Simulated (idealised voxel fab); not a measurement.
process module | voxel released beams
cross-section cut | 255 nm wide | cells 5 nm
A cross-section is a grid of square cells, given in bands from the top down. A band is one or more rows of cells.
Each band's line starts with the height of the band's top and of its bottom, in nm. Then come its materials from left to right, each with its width in nm. One material with "throughout" fills the band from edge to edge. "air" is empty space.
Height 0 is the level under which the wafer as received is all one material. The lowest band goes on downwards, as in "0 down".
A width such as "30 to 40" changes by the same amount from each row of cells to the next, from the band's top row to its bottom row.
"no change" after a step means that no cell of the cross-section changed.
closed voids: empty space of 8 cells or more with no open way to the top, each as width x height at its distance from the left edge, in nm
after a step's settings: what the simulator itself notes on the step
overlay nm, on a step with a mask: how far to the right of its planned place the mask lay; to the left if negative
plan
1 op RECEIVE | material Si
2 op CONFORMAL_DEP | material Al2O3 | thk nm 5
3 op DIRECTIONAL_DEP | material SiO2 | thk nm 20
4 op PATTERN | tone open | mask id ANCHOR | material resist | width nm 35 | thk nm 20 | overlay nm 0
5 op DIRECTIONAL_ETCH | etch materials SiO2 | depth nm 20
6 op STRIP | etch materials resist
7 op CONFORMAL_DEP | material SiN | thk nm 15
8 op MASKED_ETCH | tone cover | mask id BEAM | width nm 120 | etch materials SiN | depth nm 15 | overlay nm 0
9 op STRIP | etch materials SiO2
as received, after step 1
  0 down: Si throughout
  closed voids: none
first wafer at the end, as planned
  40 to 25: air 65 | SiN 20 | air 5 | SiN 95 | air 70
  25 to 20: air 70 | SiN 15 | air 5 | SiN 15 | air 150
  20 to 5: air 70 | SiN 35 | air 150
  5 to 0: Al2O3 throughout
  0 down: Si throughout
  closed voids: none
second wafer at the end: like start, like plan, one mistake
  25 to 5: SiO2 70 | air 35 | SiO2 150
  5 to 0: Al2O3 throughout
  0 down: Si throughout
  closed voids: none
what went wrong: step 9 ran as: op STRIP | etch materials SiN
at the end the second wafer has, in cells: 96 fewer of SiN | 176 more of SiO2
